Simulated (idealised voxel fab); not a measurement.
Process module in this document: voxel gate over fins
It is cross-section cut that appears here, measuring 170 nm in width, its square cells being 5 nm in size.
For the purposes of this document, a cross-section shall be understood as a grid of square cells, specified as bands listed in top-to-bottom order, each band consisting of one or more rows of cells. This entry defines a band. It first specifies the height of the band's top and the height of its bottom in nm, and then specifies the band's materials from left to right, stating each material with its width in nm. The word "edge to edge" identifies a single material that fills the band from edge to edge, while the word "empty" identifies empty space. Height datum 0, below which the as-received substrate wafer is one material. Lowest band open at the bottom, running downward: "0 -> down". Quick explanation for "30->40": the width changes in equal steps down the rows of cells, from the first number in the band's top row to the second number in its bottom row. Key: "nothing got changed" - step with no changed cell in the cross-section. This entry, "Voids, fully enclosed", enumerates those empty regions of no fewer than 8 cells that possess no open connection to the top. Each region is reported in the form width x height at distance, the distance being taken from the left edge, with all three quantities expressed in nm. Note: text after step settings on the step line = simulator remark on that step. The setting "overlay nm" may be written on the line of a step. When the step uses a mask, the value reports how far to the right of the planned place the mask lay, and a negative value reports that it lay to the left.

[So here's the lineup of process steps we planned]
step 1: RECEIVE: material Si
step 2: CONFORMAL_DEP: material SiN, thk nm 5
step 3: DIRECTIONAL_DEP: material aC, thk nm 10
step 4: PATTERN: tone cover, mask id FINS, material resist, width nm 15, pitch nm 55, thk nm 30, overlay nm -5
step 5: DIRECTIONAL_ETCH: etch materials aC, depth nm 10
step 6: STRIP: etch materials resist
step 7: DIRECTIONAL_ETCH: etch materials SiN, depth nm 5
step 8: DIRECTIONAL_ETCH: etch materials Si, depth nm 30
step 9: STRIP: etch materials aC
step 10: OXIDIZE: depth nm 5
step 11: FILL_DEP: material SiO2, thk nm 5
step 12: CMP: height nm 5
step 13: MASKED_ETCH: tone open, mask id RAIL, width nm 15, etch materials SiO2, depth nm 30, overlay nm 0
step 14: CONFORMAL_DEP: material TiN, thk nm 5
step 15: FILL_DEP: material W, thk nm 5
step 16: CMP: height nm 5
step 17: SELECTIVE_ETCH: etch materials W Ru TiN, depth nm 25
step 18: FILL_DEP: material SiO2, thk nm 5
step 19: CMP: height nm 5
step 20: SELECTIVE_ETCH: etch materials SiO2, depth nm 20
step 21: STRIP: etch materials SiN
step 22: CONFORMAL_DEP: material HfO2, thk nm 5
step 23: CONFORMAL_DEP: material TiN, thk nm 5
step 24: FILL_DEP: material W, thk nm 15
step 25: CMP: height nm 20
step 26: CONFORMAL_DEP: material SiN, thk nm 10
varied across the wafers: overlay nm of step 4. The plan shows the first wafer's value. All wafers start alike

[Incoming state of the first of several wafers in cross-section: after step 1]
  0 -> down = Si edge to edge
  Voids, fully enclosed: none

[For your reference, the table is organized with a row per wafer; each row reflects the wafer at the end of the module, indicating for each material the cells gained (+) or lost (-) since receipt, and thereafter its closed voids]
overlay nm -5 | +52 HfO2 | -217 Si | +68 SiN | +121 SiO2 | +55 TiN | +125 W | Voids, fully enclosed: none
overlay nm 0 | +52 HfO2 | -217 Si | +68 SiN | +121 SiO2 | +55 TiN | +125 W | Voids, fully enclosed: none
overlay nm 5 | +52 HfO2 | -217 Si | +68 SiN | +121 SiO2 | +55 TiN | +125 W | Voids, fully enclosed: none
overlay nm 10 | +52 HfO2 | -217 Si | +68 SiN | +121 SiO2 | +55 TiN | +125 W | Voids, fully enclosed: none
